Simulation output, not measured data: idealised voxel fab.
A process module follows: voxel transistor to metal.
Each square cell in cross-section cut measures 5 nm, and the section as a whole is 160 nm wide.
This document writes a cross-section as a grid whose cells are square, and gives it as bands, listed from the top down; one or more rows of cells form a band.
It is stipulated that each band's entry specify, in nanometres, the height of the top of the band and then that of its bottom, followed by the materials of the band in left-to-right sequence, each together with its width in nanometres. A single material marked by the word "everywhere" is understood to fill the band from edge to edge; the word "empty" is understood to denote empty space.
Height reference: 0 = level under which incoming wafer is all one material. Lowest band: no bottom, runs on downward, e.g. "z 0 and below".
Quick explanation for "30..40": the width changes in equal steps down the rows of cells, from the first number in the band's top row to the second number in its bottom row.
Basically "nothing was modified" means that step didn't change any cell in the cross-section.
"Closed internal voids" means: voids of 8 cells or more that are shut off from the top with no open way through. Written width x height at distance, distance from the left edge, in nm.
Text after the settings on a step's line: the simulator's own remark on that step.
The optional step-line setting "overlay nm" applies to steps with a mask and quantifies how far to the right of its planned location the mask lay, a negative value indicating leftward placement.
Before/after cross-section pairs, one process step each; after shown to lowest changed band; step and settings beneath. Pairs may be from different runs of this module on the same starting wafer; a pair continues from the one above only where its "State before step" entry says so.

State before step
z 40 to 25: empty=70, then aC=15, then empty=75
z 25 to 20: empty=70, then SiCN=15, then empty=75
z 20 to 15: polySi=10, then empty=60, then SiCN=15, then empty=60, then polySi=15
z 15 to 10: polySi=10, then empty=15, then polySi=105, then empty=15, then polySi=15
z 10 to 0: polySi everywhere
z 0 to -5: SiO2=10, then polySi=135, then SiO2=15
z -5 to -10: SiO2=10, then polySi=15, then SiO2=105, then polySi=15, then SiO2=15
z -10 to -15: SiO2=30, then Si=95, then SiO2=35
z -15 to -40: SiO2=25, then Si=105, then SiO2=30
z -40 and below: Si everywhere
Closed internal voids: none

Sectional Result
z 40 to 25: empty=70, then aC=15, then empty=75
z 25 to 15: empty=70, then SiCN=15, then empty=75
z 15 to 0: empty=70, then polySi=15, then empty=75
z 0 to -5: SiO2=10, then empty=60, then polySi=15, then empty=60, then SiO2=15
z -5 to -10: SiO2=10, then empty=15, then SiO2=105, then empty=15, then SiO2=15
Below -10, no change.
Closed internal voids: none
Can you name the step between the two cross-sections above? It is DIRECTIONAL_ETCH: etch materials polySi, depth nm 30

State before step: carried over from the after image of the pair right above.

Sectional Result
z 25 to 15: empty=70, then SiCN=15, then empty=75
Below 15, no change.
Closed internal voids: none
Can you name the step between the two cross-sections above? It is STRIP: etch materials aC

State before step: carried over from the after image of the pair right above.

Sectional Result
z 35 to 25: empty=60, then SiN=35, then empty=65
z 25 to 15: empty=60, then SiN=10, then SiCN=15, then SiN=10, then empty=65
z 15 to 10: empty=60, then SiN=10, then polySi=15, then SiN=10, then empty=65
z 10 to 5: SiN=20, then empty=40, then SiN=10, then polySi=15, then SiN=10, then empty=40, then SiN=25
z 5 to 0: SiN=70, then polySi=15, then SiN=75
z 0 to -5: SiO2=10, then SiN=60, then polySi=15, then SiN=60, then SiO2=15
z -5 to -10: SiO2=10, then SiN=15, then SiO2=105, then SiN=15, then SiO2=15
Below -10, no change.
Closed internal voids: none
Can you name the step between the two cross-sections above? It is CONFORMAL_DEP: material SiN, thk nm 10

State before step: carried over from the after image of the pair right above.

Sectional Result
z 25 to 15: empty=60, then SiN=10, then SiCN=15, then SiN=10, then empty=65
z 15 to 0: empty=60, then SiN=10, then polySi=15, then SiN=10, then empty=65
z 0 to -5: SiO2=10, then SiN=10, then empty=40, then SiN=10, then polySi=15, then SiN=10, then empty=40, then SiN=10, then SiO2=15
Below -5, no change.
Closed internal voids: none
Can you name the step between the two cross-sections above? It is DIRECTIONAL_ETCH: etch materials SiN, depth nm 10

State before step: carried over from the after image of the pair right above.

Sectional Result
z 25 to 15: empty=60, then SiN=10, then SiCN=15, then SiN=10, then empty=65
z 15 to 0: empty=60, then SiN=10, then polySi=15, then SiN=10, then empty=65
z 0 to -5: empty=10, then SiN=10, then empty=40, then SiN=10, then polySi=15, then SiN=10, then empty=40, then SiN=10, then empty=15
z -5 to -10: SiO2=10, then SiN=15, then empty=35, then SiO2=35, then empty=35, then SiN=15, then SiO2=15
Below -10, no change.
Closed internal voids: none
Can you name the step between the two cross-sections above? It is DIRECTIONAL_ETCH: etch materials SiO2, depth nm 5

State before step: carried over from the after image of the pair right above.

Sectional Result
z 25 to 15: empty=60, then SiN=10, then SiCN=15, then SiN=10, then empty=65
z 15 to 0: empty=60, then SiN=10, then polySi=15, then SiN=10, then empty=65
z 0 to -5: empty=10, then SiN=10, then empty=40, then SiN=10, then polySi=15, then SiN=10, then empty=40, then SiN=10, then empty=15
z -5 to -10: SiO2=10, then SiN=15, then empty=35, then SiO2=35, then empty=35, then SiN=15, then SiO2=15
z -10 to -15: SiO2=30, then empty=30, then Si=35, then empty=30, then SiO2=35
Below -15, no change.
Closed internal voids: none
Can you name the step between the two cross-sections above? It is DIRECTIONAL_ETCH: etch materials Si, depth nm 5

State before step: carried over from the after image of the pair right above.

Sectional Result
z 25 to 15: empty=60, then SiN=10, then SiCN=15, then SiN=10, then empty=65
z 15 to 0: empty=60, then SiN=10, then polySi=15, then SiN=10, then empty=65
z 0 to -5: empty=10, then SiN=10, then empty=30, then nSi=10, then SiN=10, then polySi=15, then SiN=10, then nSi=10, then empty=30, then SiN=10, then empty=15
z -5 to -10: SiO2=10, then SiN=15, then nSi=35, then SiO2=35, then nSi=35, then SiN=15, then SiO2=15
z -10 to -15: SiO2=30, then nSi=30, then Si=35, then nSi=30, then SiO2=35
Below -15, no change.
Closed internal voids: none
Can you name the step between the two cross-sections above? It is EPI: material nSi, thk nm 10

State before step: carried over from the after image of the pair right above.

Sectional Result
z 30 to 25: SiO2 everywhere
z 25 to 15: SiO2=60, then SiN=10, then SiCN=15, then SiN=10, then SiO2=65
z 15 to 0: SiO2=60, then SiN=10, then polySi=15, then SiN=10, then SiO2=65
z 0 to -5: SiO2=10, then SiN=10, then SiO2=30, then nSi=10, then SiN=10, then polySi=15, then SiN=10, then nSi=10, then SiO2=30, then SiN=10, then SiO2=15
Below -5, no change.
Closed internal voids: none
Can you name the step between the two cross-sections above? It is FILL_DEP: material SiO2, thk nm 5

State before step: carried over from the after image of the pair right above.

Sectional Result
z 25 to 15: SiO2=60, then SiN=10, then SiCN=15, then SiN=10, then SiO2=65
Below 15, no change.
Closed internal voids: none
Can you name the step between the two cross-sections above? It is CMP: height nm 25

State before step: carried over from the after image of the pair right above.

Sectional Result
z 40 to 25: SiO2 everywhere
Below 25, no change.
Closed internal voids: none
Can you name the step between the two cross-sections above? It is DIRECTIONAL_DEP: material SiO2, thk nm 15

State before step: carried over from the after image of the pair right above.

Sectional Result
z 60 to 40: resist=30, then empty=35, then resist=25, then empty=35, then resist=35
Below 40, no change.
Closed internal voids: none
Can you name the step between the two cross-sections above? It is PATTERN: tone open, mask id CONTACT, material resist, width nm 35, pitch nm 60, thk nm 20, overlay nm 0

State before step: carried over from the after image of the pair right above.

Sectional Result
z 60 to 40: resist=30, then empty=35, then resist=25, then empty=35, then resist=35
z 40 to 25: SiO2=30, then empty=35, then SiO2=25, then empty=35, then SiO2=35
z 25 to 15: SiO2=30, then empty=30, then SiN=10, then SiCN=15, then SiN=10, then empty=30, then SiO2=35
z 15 to 0: SiO2=30, then empty=30, then SiN=10, then polySi=15, then SiN=10, then empty=30, then SiO2=35
z 0 to -5: SiO2=10, then SiN=10, then SiO2=10, then empty=20, then nSi=10, then SiN=10, then polySi=15, then SiN=10, then nSi=10, then empty=20, then SiO2=10, then SiN=10, then SiO2=15
Below -5, no change.
Closed internal voids: none
Can you name the step between the two cross-sections above? It is DIRECTIONAL_ETCH: etch materials SiO2, depth nm 45

State before step: carried over from the after image of the pair right above.

Sectional Result
z 40 to 25: SiO2=30, then empty=35, then SiO2=25, then empty=35, then SiO2=35
Below 25, no change.
Closed internal voids: none
Can you name the step between the two cross-sections above? It is STRIP: etch materials resist

State before step: carried over from the after image of the pair right above.

Sectional Result
z 45 to 40: TiN=35, then empty=25, then TiN=35, then empty=25, then TiN=40
z 40 to 30: SiO2=30, then TiN=5, then empty=25, then TiN=5, then SiO2=25, then TiN=5, then empty=25, then TiN=5, then SiO2=35
z 30 to 25: SiO2=30, then TiN=5, then empty=20, then TiN=10, then SiO2=25, then TiN=10, then empty=20, then TiN=5, then SiO2=35
z 25 to 15: SiO2=30, then TiN=5, then empty=20, then TiN=5, then SiN=10, then SiCN=15, then SiN=10, then TiN=5, then empty=20, then TiN=5, then SiO2=35
z 15 to 5: SiO2=30, then TiN=5, then empty=20, then TiN=5, then SiN=10, then polySi=15, then SiN=10, then TiN=5, then empty=20, then TiN=5, then SiO2=35
z 5 to 0: SiO2=30, then TiN=5, then empty=10, then TiN=15, then SiN=10, then polySi=15, then SiN=10, then TiN=15, then empty=10, then TiN=5, then SiO2=35
z 0 to -5: SiO2=10, then SiN=10, then SiO2=10, then TiN=20, then nSi=10, then SiN=10, then polySi=15, then SiN=10, then nSi=10, then TiN=20, then SiO2=10, then SiN=10, then SiO2=15
Below -5, no change.
Closed internal voids: none
Can you name the step between the two cross-sections above? It is CONFORMAL_DEP: material TiN, thk nm 5

State before step: carried over from the after image of the pair right above.

Sectional Result
z 50 to 45: W everywhere
z 45 to 40: TiN=35, then W=25, then TiN=35, then W=25, then TiN=40
z 40 to 30: SiO2=30, then TiN=5, then W=25, then TiN=5, then SiO2=25, then TiN=5, then W=25, then TiN=5, then SiO2=35
z 30 to 25: SiO2=30, then TiN=5, then W=20, then TiN=10, then SiO2=25, then TiN=10, then W=20, then TiN=5, then SiO2=35
z 25 to 15: SiO2=30, then TiN=5, then W=20, then TiN=5, then SiN=10, then SiCN=15, then SiN=10, then TiN=5, then W=20, then TiN=5, then SiO2=35
z 15 to 5: SiO2=30, then TiN=5, then W=20, then TiN=5, then SiN=10, then polySi=15, then SiN=10, then TiN=5, then W=20, then TiN=5, then SiO2=35
z 5 to 0: SiO2=30, then TiN=5, then W=10, then TiN=15, then SiN=10, then polySi=15, then SiN=10, then TiN=15, then W=10, then TiN=5, then SiO2=35
Below 0, no change.
Closed internal voids: none
Can you name the step between the two cross-sections above? It is FILL_DEP: material W, thk nm 5

State before step: carried over from the after image of the pair right above.

Sectional Result
z 40 to 30: SiO2=30, then TiN=5, then W=25, then TiN=5, then SiO2=25, then TiN=5, then W=25, then TiN=5, then SiO2=35
Below 30, no change.
Closed internal voids: none
Can you name the step between the two cross-sections above? It is CMP: height nm 40

State before step: carried over from the after image of the pair right above.

Sectional Result
z 45 to 40: SiCN everywhere
Below 40, no change.
Closed internal voids: none
Can you name the step between the two cross-sections above? It is CONFORMAL_DEP: material SiCN, thk nm 5

State before step: carried over from the after image of the pair right above.

Sectional Result
z 60 to 45: lowk everywhere
Below 45, no change.
Closed internal voids: none
Can you name the step between the two cross-sections above? It is DIRECTIONAL_DEP: material lowk, thk nm 15

State before step: carried over from the after image of the pair right above.

Sectional Result
z 60 to 45: lowk=30, then empty=20, then lowk=55, then empty=20, then lowk=35
Below 45, no change.
Closed internal voids: none
Can you name the step between the two cross-sections above? It is MASKED_ETCH: tone open, mask id METAL_1, width nm 20, pitch nm 75, etch materials lowk, depth nm 15, overlay nm 0

State before step: carried over from the after image of the pair right above.

Sectional Result
z 60 to 45: lowk=30, then empty=20, then lowk=55, then empty=20, then lowk=35
z 45 to 40: SiCN=30, then empty=20, then SiCN=55, then empty=20, then SiCN=35
Below 40, no change.
Closed internal voids: none
Can you name the step between the two cross-sections above? It is MASKED_ETCH: tone open, mask id METAL_1, width nm 20, pitch nm 75, etch materials SiCN, depth nm 5, overlay nm 0

State before step: carried over from the after image of the pair right above.

Sectional Result
z 65 to 60: TiN=35, then empty=10, then TiN=65, then empty=10, then TiN=40
z 60 to 45: lowk=30, then TiN=5, then empty=10, then TiN=5, then lowk=55, then TiN=5, then empty=10, then TiN=5, then lowk=35
z 45 to 40: SiCN=30, then TiN=20, then SiCN=55, then TiN=20, then SiCN=35
Below 40, no change.
Closed internal voids: none
Can you name the step between the two cross-sections above? It is CONFORMAL_DEP: material TiN, thk nm 5

State before step: carried over from the after image of the pair right above.

Sectional Result
z 70 to 65: Cu everywhere
z 65 to 60: TiN=35, then Cu=10, then TiN=65, then Cu=10, then TiN=40
z 60 to 45: lowk=30, then TiN=5, then Cu=10, then TiN=5, then lowk=55, then TiN=5, then Cu=10, then TiN=5, then lowk=35
Below 45, no change.
Closed internal voids: none
Can you name the step between the two cross-sections above? It is FILL_DEP: material Cu, thk nm 5

State before step: carried over from the after image of the pair right above.

Sectional Result
z 60 to 45: lowk=30, then TiN=5, then Cu=10, then TiN=5, then lowk=55, then TiN=5, then Cu=10, then TiN=5, then lowk=35
Below 45, no change.
Closed internal voids: none
Can you name the step between the two cross-sections above? It is CMP: height nm 60

State before step: carried over from the after image of the pair right above.

Sectional Result
z 65 to 60: empty=25, then Ru=30, then empty=45, then Ru=30, then empty=30
Below 60, no change.
Closed internal voids: none
Can you name the step between the two cross-sections above? It is EPI: material Ru, thk nm 5

State before step: carried over from the after image of the pair right above.

Sectional Result
z 70 to 65: SiCN everywhere
z 65 to 60: SiCN=25, then Ru=30, then SiCN=45, then Ru=30, then SiCN=30
Below 60, no change.
Closed internal voids: none
Can you name the step between the two cross-sections above? It is FILL_DEP: material SiCN, thk nm 5

State before step
z 0 to -5: SiO2=15, then empty=125, then SiO2=20
z -5 to -40: SiO2=25, then Si=105, then SiO2=30
z -40 and below: Si everywhere
Closed internal voids: none

Sectional Result
z 0 to -5: SiO2=15, then empty=125, then SiO2=20
z -5 to -20: SiO2 everywhere
Below -20, no change.
Closed internal voids: none
Can you name the step between the two cross-sections above? It is OXIDIZE: depth nm 15

State before step: carried over from the after image of the pair right above.

Sectional Result
z 20 to 15: polySi=15, then empty=125, then polySi=20
z 15 to 0: polySi everywhere
z 0 to -5: SiO2=15, then polySi=125, then SiO2=20
Below -5, no change.
Closed internal voids: none
Can you name the step between the two cross-sections above? It is DIRECTIONAL_DEP: material polySi, thk nm 20

State before step: carried over from the after image of the pair right above.

Sectional Result
z 30 to 25: SiCN=15, then empty=125, then SiCN=20
z 25 to 20: SiCN everywhere
z 20 to 15: polySi=15, then SiCN=125, then polySi=20
Below 15, no change.
Closed internal voids: none
Can you name the step between the two cross-sections above? It is DIRECTIONAL_DEP: material SiCN, thk nm 10

State before step: carried over from the after image of the pair right above.

Sectional Result
z 45 to 40: aC=15, then empty=125, then aC=20
z 40 to 30: aC everywhere
z 30 to 25: SiCN=15, then aC=125, then SiCN=20
Below 25, no change.
Closed internal voids: none
Can you name the step between the two cross-sections above? It is DIRECTIONAL_DEP: material aC, thk nm 15

State before step: carried over from the after image of the pair right above.

Sectional Result
z 75 to 45: empty=70, then resist=15, then empty=75
z 45 to 40: aC=15, then empty=55, then resist=15, then empty=55, then aC=20
Below 40, no change.
Closed internal voids: none
Can you name the step between the two cross-sections above? It is PATTERN: tone cover, mask id GATE, material resist, width nm 15, thk nm 30, overlay nm 0

State before step: carried over from the after image of the pair right above.

Sectional Result
z 60 to 40: empty=70, then resist=15, then empty=75
z 40 to 30: empty=70, then aC=15, then empty=75
z 30 to 25: SiCN=15, then empty=55, then aC=15, then empty=55, then SiCN=20
Below 25, no change.
Closed internal voids: none
Can you name the step between the two cross-sections above? It is DIRECTIONAL_ETCH: etch materials aC, depth nm 15

State before step: carried over from the after image of the pair right above.

Sectional Result
z 40 to 30: empty=70, then aC=15, then empty=75
Below 30, no change.
Closed internal voids: none
Can you name the step between the two cross-sections above? It is STRIP: etch materials resist

State before step: carried over from the after image of the pair right above.

Sectional Result
z 40 to 25: empty=70, then aC=15, then empty=75
z 25 to 20: empty=70, then SiCN=15, then empty=75
z 20 to 15: polySi=15, then empty=55, then SiCN=15, then empty=55, then polySi=20
Below 15, no change.
Closed internal voids: none
Can you name the step between the two cross-sections above? It is DIRECTIONAL_ETCH: etch materials SiCN, depth nm 20

State before step: carried over from the after image of the pair right above.

Sectional Result
z 40 to 25: empty=70, then aC=15, then empty=75
z 25 to 15: empty=70, then SiCN=15, then empty=75
z 15 to 0: empty=70, then polySi=15, then empty=75
z 0 to -5: SiO2=15, then empty=55, then polySi=15, then empty=55, then SiO2=20
Below -5, no change.
Closed internal voids: none
Can you name the step between the two cross-sections above? It is DIRECTIONAL_ETCH: etch materials polySi, depth nm 30

State before step: carried over from the after image of the pair right above.

Sectional Result
z 25 to 15: empty=70, then SiCN=15, then empty=75
Below 15, no change.
Closed internal voids: none
Can you name the step between the two cross-sections above? It is STRIP: etch materials aC

State before step: carried over from the after image of the pair right above.

Sectional Result
z 35 to 25: empty=60, then SiN=35, then empty=65
z 25 to 15: empty=60, then SiN=10, then SiCN=15, then SiN=10, then empty=65
z 15 to 10: empty=60, then SiN=10, then polySi=15, then SiN=10, then empty=65
z 10 to 5: SiN=25, then empty=35, then SiN=10, then polySi=15, then SiN=10, then empty=35, then SiN=30
z 5 to 0: SiN=70, then polySi=15, then SiN=75
z 0 to -5: SiO2=15, then SiN=55, then polySi=15, then SiN=55, then SiO2=20
Below -5, no change.
Closed internal voids: none
Can you name the step between the two cross-sections above? It is CONFORMAL_DEP: material SiN, thk nm 10

State before step: carried over from the after image of the pair right above.

Sectional Result
z 25 to 15: empty=60, then SiN=10, then SiCN=15, then SiN=10, then empty=65
z 15 to 0: empty=60, then SiN=10, then polySi=15, then SiN=10, then empty=65
z 0 to -5: SiO2=15, then SiN=10, then empty=35, then SiN=10, then polySi=15, then SiN=10, then empty=35, then SiN=10, then SiO2=20
Below -5, no change.
Closed internal voids: none
Can you name the step between the two cross-sections above? It is DIRECTIONAL_ETCH: etch materials SiN, depth nm 10

State before step: carried over from the after image of the pair right above.

Sectional Result
z 25 to 15: empty=60, then SiN=10, then SiCN=15, then SiN=10, then empty=65
z 15 to 0: empty=60, then SiN=10, then polySi=15, then SiN=10, then empty=65
z 0 to -5: empty=15, then SiN=10, then empty=35, then SiN=10, then polySi=15, then SiN=10, then empty=35, then SiN=10, then empty=20
z -5 to -10: SiO2=25, then empty=35, then SiO2=35, then empty=35, then SiO2=30
Below -10, no change.
Closed internal voids: none
Can you name the step between the two cross-sections above? It is DIRECTIONAL_ETCH: etch materials SiO2, depth nm 5

State before step: carried over from the after image of the pair right above.

Sectional Result
z 30 to 25: SiO2 everywhere
z 25 to 15: SiO2=60, then SiN=10, then SiCN=15, then SiN=10, then SiO2=65
z 15 to 0: SiO2=60, then SiN=10, then polySi=15, then SiN=10, then SiO2=65
z 0 to -5: SiO2=15, then SiN=10, then SiO2=35, then SiN=10, then polySi=15, then SiN=10, then SiO2=35, then SiN=10, then SiO2=20
z -5 to -20: SiO2 everywhere
Below -20, no change.
Closed internal voids: none
Can you name the step between the two cross-sections above? It is FILL_DEP: material SiO2, thk nm 5

State before step: carried over from the after image of the pair right above.

Sectional Result
z 25 to 15: SiO2=60, then SiN=10, then SiCN=15, then SiN=10, then SiO2=65
Below 15, no change.
Closed internal voids: none
Can you name the step between the two cross-sections above? It is CMP: height nm 25

State before step: carried over from the after image of the pair right above.

Sectional Result
z 40 to 25: SiO2 everywhere
Below 25, no change.
Closed internal voids: none
Can you name the step between the two cross-sections above? It is DIRECTIONAL_DEP: material SiO2, thk nm 15

State before step: carried over from the after image of the pair right above.

Sectional Result
z 60 to 40: resist=30, then empty=35, then resist=25, then empty=35, then resist=35
Below 40, no change.
Closed internal voids: none
Can you name the step between the two cross-sections above? It is PATTERN: tone open, mask id CONTACT, material resist, width nm 35, pitch nm 60, thk nm 20, overlay nm 0

State before step: carried over from the after image of the pair right above.

Sectional Result
z 60 to 40: resist=30, then empty=35, then resist=25, then empty=35, then resist=35
z 40 to 25: SiO2=30, then empty=35, then SiO2=25, then empty=35, then SiO2=35
z 25 to 15: SiO2=30, then empty=30, then SiN=10, then SiCN=15, then SiN=10, then empty=30, then SiO2=35
z 15 to 0: SiO2=30, then empty=30, then SiN=10, then polySi=15, then SiN=10, then empty=30, then SiO2=35
z 0 to -5: SiO2=15, then SiN=10, then SiO2=5, then empty=30, then SiN=10, then polySi=15, then SiN=10, then empty=30, then SiO2=5, then SiN=10, then SiO2=20
Below -5, no change.
Closed internal voids: none
Can you name the step between the two cross-sections above? It is DIRECTIONAL_ETCH: etch materials SiO2, depth nm 45

State before step: carried over from the after image of the pair right above.

Sectional Result
z 40 to 25: SiO2=30, then empty=35, then SiO2=25, then empty=35, then SiO2=35
Below 25, no change.
Closed internal voids: none
Can you name the step between the two cross-sections above? It is STRIP: etch materials resist

State before step: carried over from the after image of the pair right above.

Sectional Result
z 45 to 40: TiN=35, then empty=25, then TiN=35, then empty=25, then TiN=40
z 40 to 30: SiO2=30, then TiN=5, then empty=25, then TiN=5, then SiO2=25, then TiN=5, then empty=25, then TiN=5, then SiO2=35
z 30 to 25: SiO2=30, then TiN=5, then empty=20, then TiN=10, then SiO2=25, then TiN=10, then empty=20, then TiN=5, then SiO2=35
z 25 to 15: SiO2=30, then TiN=5, then empty=20, then TiN=5, then SiN=10, then SiCN=15, then SiN=10, then TiN=5, then empty=20, then TiN=5, then SiO2=35
z 15 to 0: SiO2=30, then TiN=5, then empty=20, then TiN=5, then SiN=10, then polySi=15, then SiN=10, then TiN=5, then empty=20, then TiN=5, then SiO2=35
z 0 to -5: SiO2=15, then SiN=10, then SiO2=5, then TiN=30, then SiN=10, then polySi=15, then SiN=10, then TiN=30, then SiO2=5, then SiN=10, then SiO2=20
Below -5, no change.
Closed internal voids: none
Can you name the step between the two cross-sections above? It is CONFORMAL_DEP: material TiN, thk nm 5

State before step: carried over from the after image of the pair right above.

Sectional Result
z 50 to 45: W everywhere
z 45 to 40: TiN=35, then W=25, then TiN=35, then W=25, then TiN=40
z 40 to 30: SiO2=30, then TiN=5, then W=25, then TiN=5, then SiO2=25, then TiN=5, then W=25, then TiN=5, then SiO2=35
z 30 to 25: SiO2=30, then TiN=5, then W=20, then TiN=10, then SiO2=25, then TiN=10, then W=20, then TiN=5, then SiO2=35
z 25 to 15: SiO2=30, then TiN=5, then W=20, then TiN=5, then SiN=10, then SiCN=15, then SiN=10, then TiN=5, then W=20, then TiN=5, then SiO2=35
z 15 to 0: SiO2=30, then TiN=5, then W=20, then TiN=5, then SiN=10, then polySi=15, then SiN=10, then TiN=5, then W=20, then TiN=5, then SiO2=35
Below 0, no change.
Closed internal voids: none
Can you name the step between the two cross-sections above? It is FILL_DEP: material W, thk nm 5

State before step: carried over from the after image of the pair right above.

Sectional Result
z 40 to 30: SiO2=30, then TiN=5, then W=25, then TiN=5, then SiO2=25, then TiN=5, then W=25, then TiN=5, then SiO2=35
Below 30, no change.
Closed internal voids: none
Can you name the step between the two cross-sections above? It is CMP: height nm 40

State before step: carried over from the after image of the pair right above.

Sectional Result
z 45 to 40: SiCN everywhere
Below 40, no change.
Closed internal voids: none
Can you name the step between the two cross-sections above? It is CONFORMAL_DEP: material SiCN, thk nm 5

State before step: carried over from the after image of the pair right above.

Sectional Result
z 60 to 45: lowk everywhere
Below 45, no change.
Closed internal voids: none
Can you name the step between the two cross-sections above? It is DIRECTIONAL_DEP: material lowk, thk nm 15

State before step: carried over from the after image of the pair right above.

Sectional Result
z 60 to 45: lowk=30, then empty=20, then lowk=55, then empty=20, then lowk=35
Below 45, no change.
Closed internal voids: none
Can you name the step between the two cross-sections above? It is MASKED_ETCH: tone open, mask id METAL_1, width nm 20, pitch nm 75, etch materials lowk, depth nm 15, overlay nm 0

State before step: carried over from the after image of the pair right above.

Sectional Result
z 60 to 45: lowk=30, then empty=20, then lowk=55, then empty=20, then lowk=35
z 45 to 40: SiCN=30, then empty=20, then SiCN=55, then empty=20, then SiCN=35
Below 40, no change.
Closed internal voids: none
Can you name the step between the two cross-sections above? It is MASKED_ETCH: tone open, mask id METAL_1, width nm 20, pitch nm 75, etch materials SiCN, depth nm 5, overlay nm 0

State before step: carried over from the after image of the pair right above.

Sectional Result
z 65 to 60: TiN=35, then empty=10, then TiN=65, then empty=10, then TiN=40
z 60 to 45: lowk=30, then TiN=5, then empty=10, then TiN=5, then lowk=55, then TiN=5, then empty=10, then TiN=5, then lowk=35
z 45 to 40: SiCN=30, then TiN=20, then SiCN=55, then TiN=20, then SiCN=35
Below 40, no change.
Closed internal voids: none
Can you name the step between the two cross-sections above? It is CONFORMAL_DEP: material TiN, thk nm 5

State before step: carried over from the after image of the pair right above.

Sectional Result
z 70 to 65: Cu everywhere
z 65 to 60: TiN=35, then Cu=10, then TiN=65, then Cu=10, then TiN=40
z 60 to 45: lowk=30, then TiN=5, then Cu=10, then TiN=5, then lowk=55, then TiN=5, then Cu=10, then TiN=5, then lowk=35
Below 45, no change.
Closed internal voids: none
Can you name the step between the two cross-sections above? It is FILL_DEP: material Cu, thk nm 5

State before step: carried over from the after image of the pair right above.

Sectional Result
z 60 to 45: lowk=30, then TiN=5, then Cu=10, then TiN=5, then lowk=55, then TiN=5, then Cu=10, then TiN=5, then lowk=35
Below 45, no change.
Closed internal voids: none
Can you name the step between the two cross-sections above? It is CMP: height nm 60

State before step: carried over from the after image of the pair right above.

Sectional Result
z 65 to 60: empty=25, then Ru=30, then empty=45, then Ru=30, then empty=30
Below 60, no change.
Closed internal voids: none
Can you name the step between the two cross-sections above? It is EPI: material Ru, thk nm 5

State before step: carried over from the after image of the pair right above.

Sectional Result
z 70 to 65: SiCN everywhere
z 65 to 60: SiCN=25, then Ru=30, then SiCN=45, then Ru=30, then SiCN=30
Below 60, no change.
Closed internal voids: none
Can you name the step between the two cross-sections above? It is FILL_DEP: material SiCN, thk nm 5

State before step
z 60 to 45: lowk everywhere
z 45 to 40: SiCN everywhere
z 40 to 30: SiO2=30, then TiN=5, then W=25, then TiN=5, then SiO2=25, then TiN=5, then W=25, then TiN=5, then SiO2=35
z 30 to 25: SiO2=30, then TiN=5, then W=20, then TiN=10, then SiO2=25, then TiN=10, then W=20, then TiN=5, then SiO2=35
z 25 to 15: SiO2=30, then TiN=5, then W=20, then TiN=5, then SiN=10, then SiCN=15, then SiN=10, then TiN=5, then W=20, then TiN=5, then SiO2=35
z 15 to 5: SiO2=30, then TiN=5, then W=20, then TiN=5, then SiN=10, then polySi=15, then SiN=10, then TiN=5, then W=20, then TiN=5, then SiO2=35
z 5 to 0: SiO2=30, then TiN=5, then W=10, then TiN=15, then SiN=10, then polySi=15, then SiN=10, then TiN=15, then W=10, then TiN=5, then SiO2=35
z 0 to -5: SiO2=15, then SiN=10, then SiO2=5, then TiN=20, then nSi=10, then SiN=10, then polySi=15, then SiN=10, then nSi=10, then TiN=20, then SiO2=5, then SiN=10, then SiO2=20
z -5 to -10: SiO2=25, then nSi=35, then SiO2=35, then nSi=35, then SiO2=30
z -10 to -15: SiO2=25, then nSi=35, then Si=35, then nSi=35, then SiO2=30
z -15 to -40: SiO2=25, then Si=105, then SiO2=30
z -40 and below: Si everywhere
Closed internal voids: none

Sectional Result
z 60 to 45: lowk=25, then empty=30, then lowk=45, then empty=30, then lowk=30
Below 45, no change.
Closed internal voids: none
Can you name the step between the two cross-sections above? It is MASKED_ETCH: tone open, mask id METAL_1, width nm 30, pitch nm 75, etch materials lowk, depth nm 15, overlay nm 0

State before step: carried over from the after image of the pair right above.

Sectional Result
z 60 to 45: lowk=25, then empty=30, then lowk=45, then empty=30, then lowk=30
z 45 to 40: SiCN=30, then empty=20, then SiCN=55, then empty=20, then SiCN=35
Below 40, no change.
Closed internal voids: none
Can you name the step between the two cross-sections above? It is MASKED_ETCH: tone open, mask id METAL_1, width nm 20, pitch nm 75, etch materials SiCN, depth nm 5, overlay nm 0

State before step: carried over from the after image of the pair right above.

Sectional Result
z 65 to 60: TiN=30, then empty=20, then TiN=55, then empty=20, then TiN=35
z 60 to 50: lowk=25, then TiN=5, then empty=20, then TiN=5, then lowk=45, then TiN=5, then empty=20, then TiN=5, then lowk=30
z 50 to 45: lowk=25, then TiN=10, then empty=10, then TiN=10, then lowk=45, then TiN=10, then empty=10, then TiN=10, then lowk=30
z 45 to 40: SiCN=30, then TiN=20, then SiCN=55, then TiN=20, then SiCN=35
Below 40, no change.
Closed internal voids: none
Can you name the step between the two cross-sections above? It is CONFORMAL_DEP: material TiN, thk nm 5

State before step: carried over from the after image of the pair right above.

Sectional Result
z 70 to 65: Cu everywhere
z 65 to 60: TiN=30, then Cu=20, then TiN=55, then Cu=20, then TiN=35
z 60 to 50: lowk=25, then TiN=5, then Cu=20, then TiN=5, then lowk=45, then TiN=5, then Cu=20, then TiN=5, then lowk=30
z 50 to 45: lowk=25, then TiN=10, then Cu=10, then TiN=10, then lowk=45, then TiN=10, then Cu=10, then TiN=10, then lowk=30
Below 45, no change.
Closed internal voids: none
Can you name the step between the two cross-sections above? It is FILL_DEP: material Cu, thk nm 5

State before step: carried over from the after image of the pair right above.

Sectional Result
z 60 to 50: lowk=25, then TiN=5, then Cu=20, then TiN=5, then lowk=45, then TiN=5, then Cu=20, then TiN=5, then lowk=30
Below 50, no change.
Closed internal voids: none
Can you name the step between the two cross-sections above? It is CMP: height nm 60

State before step: carried over from the after image of the pair right above.

Sectional Result
z 65 to 60: empty=20, then Ru=40, then empty=35, then Ru=40, then empty=25
Below 60, no change.
Closed internal voids: none
Can you name the step between the two cross-sections above? It is EPI: material Ru, thk nm 5

State before step: carried over from the after image of the pair right above.

Sectional Result
z 70 to 65: SiCN everywhere
z 65 to 60: SiCN=20, then Ru=40, then SiCN=35, then Ru=40, then SiCN=25
Below 60, no change.
Closed internal voids: none
Can you name the step between the two cross-sections above? It is FILL_DEP: material SiCN, thk nm 5
